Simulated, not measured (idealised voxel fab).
Process module name: voxel wiring stack
Cross-section cut spans 190 nm and uses square cells 5 nm in size.
Just so we're on the same page, the cross-sections are grids of square cells, and they're listed out in bands top to bottom, each band one or more rows deep. Band entry format. Leading values: height of top, height of bottom, nm. Remainder: materials in left-to-right order, each with its width in nm. Special words: "all across" on a single material, which then fills the band edge to edge; "empty", empty space. Measure heights from 0. That's the level where, below it, the as-received wafer is all one material. The lowest band is bottomless and extends downward; write it as in "0 nm and below". When a width is written as two numbers, as in "30..40", the first number is the width in the top row of cells of the band and the second is the width in its bottom row, and the width changes by the same amount from each row to the next. For the purposes of this document, the phrase "stayed the same" attached to a step denotes that no cell within the cross-section was modified by that step. "Closed void catalog": sealed empty spaces, 8 cells or more, no open way to top, listed width x height at distance, with distance from the left edge and width, height and distance in nm. Heads up: the bit after the settings on a step's line is the simulator's remark on that step. The setting "overlay nm" may be written on the line of a step. When the step uses a mask, the value reports how far to the right of the planned place the mask lay, and a negative value reports that it lay to the left.
Here's what the planned process steps look like:
step 1: RECEIVE with material Si
step 2: CONFORMAL_DEP with material SiO2, thk nm 10
step 3: CONFORMAL_DEP with material SiN, thk nm 5
step 4: DIRECTIONAL_DEP with material lowk, thk nm 15
step 5: DIRECTIONAL_DEP with material aC, thk nm 10
step 6: PATTERN with tone open, mask id METAL_1, material resist, width nm 25, pitch nm 50, thk nm 30, overlay nm 0
step 7: DIRECTIONAL_ETCH with etch materials aC, depth nm 10
step 8: STRIP with etch materials resist
step 9: DIRECTIONAL_ETCH with etch materials lowk, depth nm 15
step 10: DIRECTIONAL_ETCH with etch materials SiN, depth nm 5
step 11: STRIP with etch materials aC
step 12: CONFORMAL_DEP with material TiN, thk nm 5
step 13: FILL_DEP with material Cu, thk nm 5
step 14: CMP with height nm 30
step 15: EPI with material Ru, thk nm 5
step 16: FILL_DEP with material SiCN, thk nm 5
step 17: DIRECTIONAL_DEP with material SiO2, thk nm 25
step 18: DIRECTIONAL_DEP with material aC, thk nm 15
step 19: PATTERN with tone open, mask id METAL_2, material resist, width nm 25, pitch nm 50, thk nm 30, overlay nm 0
step 20: DIRECTIONAL_ETCH with etch materials aC, depth nm 15
step 21: STRIP with etch materials resist
step 22: DIRECTIONAL_ETCH with etch materials SiO2, depth nm 15
step 23: STRIP with etch materials aC
step 24: MASKED_ETCH with tone open, mask id METAL_2_HOLES, width nm 15, etch materials SiO2, depth nm 10, overlay nm 0
step 25: MASKED_ETCH with tone open, mask id METAL_2_HOLES, width nm 15, etch materials SiCN, depth nm 5, overlay nm 0
step 26: CONFORMAL_DEP with material TiN, thk nm 5
step 27: FILL_DEP with material Cu, thk nm 5
step 28: CMP with height nm 65
step 29: CONFORMAL_DEP with material SiCN, thk nm 5
First of two wafers, with the run carried out as planned:
Received-state cross-section, reflecting completion of step 1:
	0 nm and below = Si all across
	Closed void catalog: none
Cross-section of the wafer after step 2:
	10 nm to 0 nm = SiO2 all across
	Beneath the level 0, the cross-section is identical to its previous state.
Cross-section of the wafer after step 3:
	15 nm to 10 nm = SiN all across
	Beneath the level 10, the cross-section is identical to its previous state.
Cross-section of the wafer after step 4:
	30 nm to 15 nm = lowk all across
	Beneath the level 15, the cross-section is identical to its previous state.
Cross-section of the wafer after step 5:
	40 nm to 30 nm = aC all across
	Beneath the level 30, the cross-section is identical to its previous state.
Cross-section of the wafer after step 6:
	70 nm to 40 nm = 55 resist, then 25 empty, then 25 resist, then 25 empty, then 60 resist
	Beneath the level 40, the cross-section is identical to its previous state.
Cross-section of the wafer after step 7:
	60 nm to 40 nm = 55 resist, then 25 empty, then 25 resist, then 25 empty, then 60 resist
	40 nm to 30 nm = 55 aC, then 25 empty, then 25 aC, then 25 empty, then 60 aC
	Beneath the level 30, the cross-section is identical to its previous state.
Cross-section of the wafer after step 8:
	40 nm to 30 nm = 55 aC, then 25 empty, then 25 aC, then 25 empty, then 60 aC
	Beneath the level 30, the cross-section is identical to its previous state.
Cross-section of the wafer after step 9:
	40 nm to 30 nm = 55 aC, then 25 empty, then 25 aC, then 25 empty, then 60 aC
	30 nm to 15 nm = 55 lowk, then 25 empty, then 25 lowk, then 25 empty, then 60 lowk
	Beneath the level 15, the cross-section is identical to its previous state.
Cross-section of the wafer after step 10:
	40 nm to 30 nm = 55 aC, then 25 empty, then 25 aC, then 25 empty, then 60 aC
	30 nm to 15 nm = 55 lowk, then 25 empty, then 25 lowk, then 25 empty, then 60 lowk
	15 nm to 10 nm = 55 SiN, then 25 empty, then 25 SiN, then 25 empty, then 60 SiN
	Beneath the level 10, the cross-section is identical to its previous state.
Cross-section of the wafer after step 11:
	30 nm to 15 nm = 55 lowk, then 25 empty, then 25 lowk, then 25 empty, then 60 lowk
	Beneath the level 15, the cross-section is identical to its previous state.
Cross-section of the wafer after step 12:
	35 nm to 30 nm = 60 TiN, then 15 empty, then 35 TiN, then 15 empty, then 65 TiN
	30 nm to 15 nm = 55 lowk, then 5 TiN, then 15 empty, then 5 TiN, then 25 lowk, then 5 TiN, then 15 empty, then 5 TiN, then 60 lowk
	15 nm to 10 nm = 55 SiN, then 25 TiN, then 25 SiN, then 25 TiN, then 60 SiN
	Beneath the level 10, the cross-section is identical to its previous state.
Cross-section of the wafer after step 13:
	40 nm to 35 nm = Cu all across
	35 nm to 30 nm = 60 TiN, then 15 Cu, then 35 TiN, then 15 Cu, then 65 TiN
	30 nm to 15 nm = 55 lowk, then 5 TiN, then 15 Cu, then 5 TiN, then 25 lowk, then 5 TiN, then 15 Cu, then 5 TiN, then 60 lowk
	Beneath the level 15, the cross-section is identical to its previous state.
Cross-section of the wafer after step 14:
	30 nm to 15 nm = 55 lowk, then 5 TiN, then 15 Cu, then 5 TiN, then 25 lowk, then 5 TiN, then 15 Cu, then 5 TiN, then 60 lowk
	Beneath the level 15, the cross-section is identical to its previous state.
Cross-section of the wafer after step 15:
	35 nm to 30 nm = 50 empty, then 35 Ru, then 15 empty, then 35 Ru, then 55 empty
	Beneath the level 30, the cross-section is identical to its previous state.
Cross-section of the wafer after step 16:
	40 nm to 35 nm = SiCN all across
	35 nm to 30 nm = 50 SiCN, then 35 Ru, then 15 SiCN, then 35 Ru, then 55 SiCN
	Beneath the level 30, the cross-section is identical to its previous state.
Cross-section of the wafer after step 17:
	65 nm to 40 nm = SiO2 all across
	Beneath the level 40, the cross-section is identical to its previous state.
Cross-section of the wafer after step 18:
	80 nm to 65 nm = aC all across
	Beneath the level 65, the cross-section is identical to its previous state.
Cross-section of the wafer after step 19:
	110 nm to 80 nm = 55 resist, then 25 empty, then 25 resist, then 25 empty, then 60 resist
	Beneath the level 80, the cross-section is identical to its previous state.
Cross-section of the wafer after step 20:
	95 nm to 80 nm = 55 resist, then 25 empty, then 25 resist, then 25 empty, then 60 resist
	80 nm to 65 nm = 55 aC, then 25 empty, then 25 aC, then 25 empty, then 60 aC
	Beneath the level 65, the cross-section is identical to its previous state.
Cross-section of the wafer after step 21:
	80 nm to 65 nm = 55 aC, then 25 empty, then 25 aC, then 25 empty, then 60 aC
	Beneath the level 65, the cross-section is identical to its previous state.
Cross-section of the wafer after step 22:
	80 nm to 65 nm = 55 aC, then 25 empty, then 25 aC, then 25 empty, then 60 aC
	65 nm to 50 nm = 55 SiO2, then 25 empty, then 25 SiO2, then 25 empty, then 60 SiO2
	Beneath the level 50, the cross-section is identical to its previous state.
Cross-section of the wafer after step 23:
	65 nm to 50 nm = 55 SiO2, then 25 empty, then 25 SiO2, then 25 empty, then 60 SiO2
	Beneath the level 50, the cross-section is identical to its previous state.
Cross-section of the wafer after step 24:
	65 nm to 50 nm = 55 SiO2, then 25 empty, then 25 SiO2, then 25 empty, then 60 SiO2
	50 nm to 40 nm = 55 SiO2, then 15 empty, then 120 SiO2
	Beneath the level 40, the cross-section is identical to its previous state.
Cross-section of the wafer after step 25:
	65 nm to 50 nm = 55 SiO2, then 25 empty, then 25 SiO2, then 25 empty, then 60 SiO2
	50 nm to 40 nm = 55 SiO2, then 15 empty, then 120 SiO2
	40 nm to 35 nm = 55 SiCN, then 15 empty, then 120 SiCN
	Beneath the level 35, the cross-section is identical to its previous state.
Cross-section of the wafer after step 26:
	70 nm to 65 nm = 60 TiN, then 15 empty, then 35 TiN, then 15 empty, then 65 TiN
	65 nm to 55 nm = 55 SiO2, then 5 TiN, then 15 empty, then 5 TiN, then 25 SiO2, then 5 TiN, then 15 empty, then 5 TiN, then 60 SiO2
	55 nm to 50 nm = 55 SiO2, then 5 TiN, then 5 empty, then 15 TiN, then 25 SiO2, then 25 TiN, then 60 SiO2
	50 nm to 40 nm = 55 SiO2, then 5 TiN, then 5 empty, then 5 TiN, then 120 SiO2
	40 nm to 35 nm = 55 SiCN, then 15 TiN, then 120 SiCN
	Beneath the level 35, the cross-section is identical to its previous state.
Cross-section of the wafer after step 27:
	75 nm to 70 nm = Cu all across
	70 nm to 65 nm = 60 TiN, then 15 Cu, then 35 TiN, then 15 Cu, then 65 TiN
	65 nm to 55 nm = 55 SiO2, then 5 TiN, then 15 Cu, then 5 TiN, then 25 SiO2, then 5 TiN, then 15 Cu, then 5 TiN, then 60 SiO2
	55 nm to 50 nm = 55 SiO2, then 5 TiN, then 5 Cu, then 15 TiN, then 25 SiO2, then 25 TiN, then 60 SiO2
	50 nm to 40 nm = 55 SiO2, then 5 TiN, then 5 Cu, then 5 TiN, then 120 SiO2
	Beneath the level 40, the cross-section is identical to its previous state.
Cross-section of the wafer after step 28:
	65 nm to 55 nm = 55 SiO2, then 5 TiN, then 15 Cu, then 5 TiN, then 25 SiO2, then 5 TiN, then 15 Cu, then 5 TiN, then 60 SiO2
	Beneath the level 55, the cross-section is identical to its previous state.
Cross-section of the wafer after step 29:
	70 nm to 65 nm = SiCN all across
	Beneath the level 65, the cross-section is identical to its previous state.
The remaining wafer, second of the two, started like the first and was run to the same plan, except that one mistake was made along the way; the two coincide through step 18, inclusive:
Second wafer, sectioned view, at step 19's planned end time:
	110 nm to 80 nm = 55 empty, then 25 resist, then 25 empty, then 25 resist, then 60 empty
	Beneath the level 80, the cross-section is identical to its previous state.
Second wafer, sectioned view, at step 20's planned end time:
	95 nm to 80 nm = 55 empty, then 25 resist, then 25 empty, then 25 resist, then 60 empty
	80 nm to 65 nm = 55 empty, then 25 aC, then 25 empty, then 25 aC, then 60 empty
	Beneath the level 65, the cross-section is identical to its previous state.
Second wafer, sectioned view, at step 21's planned end time:
	80 nm to 65 nm = 55 empty, then 25 aC, then 25 empty, then 25 aC, then 60 empty
	Beneath the level 65, the cross-section is identical to its previous state.
Second wafer, sectioned view, at step 22's planned end time:
	80 nm to 65 nm = 55 empty, then 25 aC, then 25 empty, then 25 aC, then 60 empty
	65 nm to 50 nm = 55 empty, then 25 SiO2, then 25 empty, then 25 SiO2, then 60 empty
	Beneath the level 50, the cross-section is identical to its previous state.
Second wafer, sectioned view, at step 23's planned end time:
	65 nm to 50 nm = 55 empty, then 25 SiO2, then 25 empty, then 25 SiO2, then 60 empty
	Beneath the level 50, the cross-section is identical to its previous state.
Second wafer, sectioned view, at step 24's planned end time:
	65 nm to 55 nm = 70 empty, then 10 SiO2, then 25 empty, then 25 SiO2, then 60 empty
	Beneath the level 55, the cross-section is identical to its previous state.
Second wafer, sectioned view, at step 25's planned end time: stayed the same
Second wafer, sectioned view, at step 26's planned end time:
	70 nm to 65 nm = 65 empty, then 20 TiN, then 15 empty, then 35 TiN, then 55 empty
	65 nm to 55 nm = 65..50 empty, then 5..20 TiN, then 10 SiO2, then 5 TiN, then 15 empty, then 5 TiN, then 25 SiO2, then 5 TiN, then 55 empty
	55 nm to 50 nm = 55 TiN, then 25 SiO2, then 25 TiN, then 25 SiO2, then 60 TiN
	Beneath the level 50, the cross-section is identical to its previous state.
Second wafer, sectioned view, at step 27's planned end time:
	75 nm to 70 nm = Cu all across
	70 nm to 65 nm = 65 Cu, then 20 TiN, then 15 Cu, then 35 TiN, then 55 Cu
	65 nm to 55 nm = 65..50 Cu, then 5..20 TiN, then 10 SiO2, then 5 TiN, then 15 Cu, then 5 TiN, then 25 SiO2, then 5 TiN, then 55 Cu
	Beneath the level 55, the cross-section is identical to its previous state.
Second wafer, sectioned view, at step 28's planned end time:
	65 nm to 55 nm = 65..50 Cu, then 5..20 TiN, then 10 SiO2, then 5 TiN, then 15 Cu, then 5 TiN, then 25 SiO2, then 5 TiN, then 55 Cu
	Beneath the level 55, the cross-section is identical to its previous state.
Second wafer, sectioned view, at step 29's planned end time:
	70 nm to 65 nm = SiCN all across
	Beneath the level 65, the cross-section is identical to its previous state.
So what did we get wrong on this run? step 19, actual vs plan mismatch, actual run PATTERN with tone cover, mask id METAL_2, material resist, width nm 25, pitch nm 50, thk nm 30, overlay nm 0
Looking at both finished wafers in cells, the second ends up ahead of or behind the first on some materials: Cu +36; SiCN +3; SiO2 -54; TiN +15
